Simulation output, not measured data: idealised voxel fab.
process module | voxel ribs on slabs
cross-section cut | 235 nm wide | cells 5 nm
A cross-section is a grid of square cells, given in bands from the top down. A band is one or more rows of cells.
Each band's line starts with the height of the band's top and of its bottom, in nm. Then come its materials from left to right, each with its width in nm. One material with "throughout" fills the band from edge to edge. "air" is empty space.
Height 0 is the level under which the wafer as received is all one material. The lowest band goes on downwards, as in "0 down".
A width such as "30 to 40" changes by the same amount from each row of cells to the next, from the band's top row to its bottom row.
"no change" after a step means that no cell of the cross-section changed.
closed voids: empty space of 8 cells or more with no open way to the top, each as width x height at its distance from the left edge, in nm
after a step's settings: what the simulator itself notes on the step
overlay nm, on a step with a mask: how far to the right of its planned place the mask lay; to the left if negative
plan
1 op RECEIVE | material Si
2 op DIRECTIONAL_DEP | material SiO2 | thk nm 25
3 op DIRECTIONAL_DEP | material polySi | thk nm 20
4 op MASKED_ETCH | tone cover | mask id RIB | width nm 20 | etch materials polySi | depth nm 5 | overlay nm 0
5 op MASKED_ETCH | tone cover | mask id SLAB | width nm 70 | etch materials polySi | depth nm 15 | overlay nm 0
6 op FILL_DEP | material SiO2 | thk nm 25
7 op CMP | height nm 65
8 op DIRECTIONAL_DEP | material TiN | thk nm 5
9 op PATTERN | tone cover | mask id HEATER | material resist | width nm 30 | thk nm 20 | overlay nm 0
10 op DIRECTIONAL_ETCH | etch materials TiN | depth nm 5
11 op STRIP | etch materials resist
12 op CONFORMAL_DEP | material SiO2 | thk nm 5
first wafer, as planned
as received, after step 1
  0 down: Si throughout
  closed voids: none
after step 2
  25 to 0: SiO2 throughout
  below 0: unchanged
after step 3
  45 to 25: polySi throughout
  below 25: unchanged
after step 4
  45 to 40: air 105 | polySi 20 | air 110
  below 40: unchanged
after step 5
  45 to 40: air 105 | polySi 20 | air 110
  40 to 25: air 80 | polySi 70 | air 85
  below 25: unchanged
after step 6
  70 to 45: SiO2 throughout
  45 to 40: SiO2 105 | polySi 20 | SiO2 110
  40 to 25: SiO2 80 | polySi 70 | SiO2 85
  below 25: unchanged
after step 7
  65 to 45: SiO2 throughout
  below 45: unchanged
after step 8
  70 to 65: TiN throughout
  below 65: unchanged
after step 9
  90 to 70: air 100 | resist 30 | air 105
  below 70: unchanged
after step 10
  90 to 70: air 100 | resist 30 | air 105
  70 to 65: air 100 | TiN 30 | air 105
  below 65: unchanged
after step 11
  70 to 65: air 100 | TiN 30 | air 105
  below 65: unchanged
after step 12
  75 to 70: air 95 | SiO2 40 | air 100
  70 to 65: SiO2 100 | TiN 30 | SiO2 105
  below 65: unchanged
second wafer: like start, like plan, one mistake. Through step 8 it matches the first wafer
when step 9 should have ended
  90 to 70: air 110 | resist 30 | air 95
  below 70: unchanged
when step 10 should have ended
  90 to 70: air 110 | resist 30 | air 95
  70 to 65: air 110 | TiN 30 | air 95
  below 65: unchanged
when step 11 should have ended
  70 to 65: air 110 | TiN 30 | air 95
  below 65: unchanged
when step 12 should have ended
  75 to 70: air 105 | SiO2 40 | air 90
  70 to 65: SiO2 110 | TiN 30 | SiO2 95
  below 65: unchanged
what went wrong: step 9 ran as: op PATTERN | tone cover | mask id HEATER | material resist | width nm 30 | thk nm 20 | overlay nm 10
at the end the second wafer has, in cells: as many of each material as the first, in other places
